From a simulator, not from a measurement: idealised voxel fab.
process module | voxel capacitor over wiring
cross-section cut | 275 nm wide | cells 5 nm
A cross-section is a grid of square cells, given in bands from the top down. A band is one or more rows of cells.
Each band's line starts with the height of the band's top and of its bottom, in nm. Then come its materials from left to right, each with its width in nm. One material with "throughout" fills the band from edge to edge. "air" is empty space.
Height 0 is the level under which the wafer as received is all one material. The lowest band goes on downwards, as in "0 down".
A width such as "30 to 40" changes by the same amount from each row of cells to the next, from the band's top row to its bottom row.
"no change" after a step means that no cell of the cross-section changed.
closed voids: empty space of 8 cells or more with no open way to the top, each as width x height at its distance from the left edge, in nm
after a step's settings: what the simulator itself notes on the step
overlay nm, on a step with a mask: how far to the right of its planned place the mask lay; to the left if negative
plan
1 op RECEIVE | material Si
2 op CONFORMAL_DEP | material SiO2 | thk nm 15
3 op DIRECTIONAL_DEP | material TiN | thk nm 5
4 op DIRECTIONAL_DEP | material Ru | thk nm 20
5 op MASKED_ETCH | tone cover | mask id METAL_1 | width nm 20 | pitch nm 90 | etch materials Ru | depth nm 20 | overlay nm 0
6 op MASKED_ETCH | tone cover | mask id METAL_1 | width nm 20 | pitch nm 90 | etch materials TiN | depth nm 5 | overlay nm 0
7 op FILL_DEP | material SiO2 | thk nm 5
8 op CMP | height nm 40
9 op CONFORMAL_DEP | material SiCN | thk nm 5
10 op DIRECTIONAL_DEP | material lowk | thk nm 20
11 op PATTERN | tone open | mask id PLUG_1 | material resist | width nm 15 | thk nm 20 | overlay nm 0
12 op DIRECTIONAL_ETCH | etch materials lowk | depth nm 20
13 op DIRECTIONAL_ETCH | etch materials SiCN | depth nm 5
14 op STRIP | etch materials resist
15 op CONFORMAL_DEP | material TiN | thk nm 5
16 op FILL_DEP | material Cu | thk nm 10
17 op CMP | height nm 65
18 op DIRECTIONAL_DEP | material TiN | thk nm 10
19 op DIRECTIONAL_DEP | material SiN | thk nm 5
20 op DIRECTIONAL_DEP | material TiN | thk nm 5
21 op MASKED_ETCH | tone cover | mask id UPPER_PLATE | width nm 75 | etch materials TiN | depth nm 5 | overlay nm 0
22 op MASKED_ETCH | tone cover | mask id UPPER_PLATE | width nm 75 | etch materials SiN | depth nm 5 | overlay nm 0
23 op MASKED_ETCH | tone cover | mask id LOWER_PLATE | width nm 85 | etch materials TiN | depth nm 10 | overlay nm 0
24 op FILL_DEP | material SiO2 | thk nm 15
25 op CMP | height nm 95
26 op PATTERN | tone open | mask id PLUG_2 | material resist | width nm 15 | thk nm 20 | overlay nm 0
27 op DIRECTIONAL_ETCH | etch materials SiO2 | depth nm 10
28 op STRIP | etch materials resist
29 op CONFORMAL_DEP | material TiN | thk nm 5
30 op FILL_DEP | material W | thk nm 5
31 op CMP | height nm 95
32 op CONFORMAL_DEP | material SiCN | thk nm 5
first wafer, as planned
as received, after step 1
  0 down: Si throughout
  closed voids: none
after step 2
  15 to 0: SiO2 throughout
  below 0: unchanged
after step 3
  20 to 15: TiN throughout
  below 15: unchanged
after step 4
  40 to 20: Ru throughout
  below 20: unchanged
after step 5
  40 to 20: air 80 | Ru 20 | air 70 | Ru 20 | air 85
  below 20: unchanged
after step 6
  40 to 20: air 80 | Ru 20 | air 70 | Ru 20 | air 85
  20 to 15: air 80 | TiN 20 | air 70 | TiN 20 | air 85
  below 15: unchanged
after step 7
  45 to 40: SiO2 throughout
  40 to 20: SiO2 80 | Ru 20 | SiO2 70 | Ru 20 | SiO2 85
  20 to 15: SiO2 80 | TiN 20 | SiO2 70 | TiN 20 | SiO2 85
  below 15: unchanged
after step 8
  40 to 20: SiO2 80 | Ru 20 | SiO2 70 | Ru 20 | SiO2 85
  below 20: unchanged
after step 9
  45 to 40: SiCN throughout
  below 40: unchanged
after step 10
  65 to 45: lowk throughout
  below 45: unchanged
after step 11
  85 to 65: resist 85 | air 15 | resist 175
  below 65: unchanged
after step 12
  85 to 65: resist 85 | air 15 | resist 175
  65 to 45: lowk 85 | air 15 | lowk 175
  below 45: unchanged
after step 13
  85 to 65: resist 85 | air 15 | resist 175
  65 to 45: lowk 85 | air 15 | lowk 175
  45 to 40: SiCN 85 | air 15 | SiCN 175
  below 40: unchanged
after step 14
  65 to 45: lowk 85 | air 15 | lowk 175
  below 45: unchanged
after step 15
  70 to 65: TiN 90 | air 5 | TiN 180
  65 to 45: lowk 85 | TiN 5 | air 5 | TiN 5 | lowk 175
  45 to 40: SiCN 85 | TiN 15 | SiCN 175
  below 40: unchanged
after step 16
  80 to 70: Cu throughout
  70 to 65: TiN 90 | Cu 5 | TiN 180
  65 to 45: lowk 85 | TiN 5 | Cu 5 | TiN 5 | lowk 175
  below 45: unchanged
after step 17
  65 to 45: lowk 85 | TiN 5 | Cu 5 | TiN 5 | lowk 175
  below 45: unchanged
after step 18
  75 to 65: TiN throughout
  below 65: unchanged
after step 19
  80 to 75: SiN throughout
  below 75: unchanged
after step 20
  85 to 80: TiN throughout
  below 80: unchanged
after step 21
  85 to 80: air 85 | TiN 75 | air 115
  below 80: unchanged
after step 22
  85 to 80: air 85 | TiN 75 | air 115
  80 to 75: air 85 | SiN 75 | air 115
  below 75: unchanged
after step 23
  85 to 80: air 85 | TiN 75 | air 115
  80 to 75: air 85 | SiN 75 | air 115
  75 to 65: air 80 | TiN 85 | air 110
  below 65: unchanged
after step 24
  100 to 85: SiO2 throughout
  85 to 80: SiO2 85 | TiN 75 | SiO2 115
  80 to 75: SiO2 85 | SiN 75 | SiO2 115
  75 to 65: SiO2 80 | TiN 85 | SiO2 110
  below 65: unchanged
after step 25
  95 to 85: SiO2 throughout
  below 85: unchanged
after step 26
  115 to 95: resist 95 | air 15 | resist 165
  below 95: unchanged
after step 27
  115 to 95: resist 95 | air 15 | resist 165
  95 to 85: SiO2 95 | air 15 | SiO2 165
  below 85: unchanged
after step 28
  95 to 85: SiO2 95 | air 15 | SiO2 165
  below 85: unchanged
after step 29
  100 to 95: TiN 100 | air 5 | TiN 170
  95 to 90: SiO2 95 | TiN 5 | air 5 | TiN 5 | SiO2 165
  90 to 80: SiO2 95 to 85 | TiN 15 to 75 | SiO2 165 to 115
  below 80: unchanged
after step 30
  105 to 100: W throughout
  100 to 95: TiN 100 | W 5 | TiN 170
  95 to 90: SiO2 95 | TiN 5 | W 5 | TiN 5 | SiO2 165
  below 90: unchanged
after step 31
  95 to 90: SiO2 95 | TiN 5 | W 5 | TiN 5 | SiO2 165
  below 90: unchanged
after step 32
  100 to 95: SiCN throughout
  below 95: unchanged
second wafer: like start, like plan, one mistake. Through step 20 it matches the first wafer
when step 21 should have ended
  85 to 80: air 85 | TiN 80 | air 110
  below 80: unchanged
when step 22 should have ended
  85 to 80: air 85 | TiN 80 | air 110
  80 to 75: air 85 | SiN 80 | air 110
  below 75: unchanged
when step 23 should have ended
  85 to 80: air 85 | TiN 80 | air 110
  80 to 75: air 85 | SiN 80 | air 110
  75 to 65: air 80 | TiN 85 | air 110
  below 65: unchanged
when step 24 should have ended
  100 to 85: SiO2 throughout
  85 to 80: SiO2 85 | TiN 80 | SiO2 110
  80 to 75: SiO2 85 | SiN 80 | SiO2 110
  75 to 65: SiO2 80 | TiN 85 | SiO2 110
  below 65: unchanged
when step 25 should have ended
  95 to 85: SiO2 throughout
  below 85: unchanged
when step 26 should have ended
  115 to 95: resist 95 | air 15 | resist 165
  below 95: unchanged
when step 27 should have ended
  115 to 95: resist 95 | air 15 | resist 165
  95 to 85: SiO2 95 | air 15 | SiO2 165
  below 85: unchanged
when step 28 should have ended
  95 to 85: SiO2 95 | air 15 | SiO2 165
  below 85: unchanged
when step 29 should have ended
  100 to 95: TiN 100 | air 5 | TiN 170
  95 to 90: SiO2 95 | TiN 5 | air 5 | TiN 5 | SiO2 165
  90 to 80: SiO2 95 to 85 | TiN 15 to 80 | SiO2 165 to 110
  below 80: unchanged
when step 30 should have ended
  105 to 100: W throughout
  100 to 95: TiN 100 | W 5 | TiN 170
  95 to 90: SiO2 95 | TiN 5 | W 5 | TiN 5 | SiO2 165
  below 90: unchanged
when step 31 should have ended
  95 to 90: SiO2 95 | TiN 5 | W 5 | TiN 5 | SiO2 165
  below 90: unchanged
when step 32 should have ended
  100 to 95: SiCN throughout
  below 95: unchanged
what went wrong: step 21 ran as: op MASKED_ETCH | tone cover | mask id UPPER_PLATE | width nm 80 | etch materials TiN | depth nm 5 | overlay nm 0
at the end the second wafer has, in cells: 1 more of SiN | 2 fewer of SiO2 | 1 more of TiN
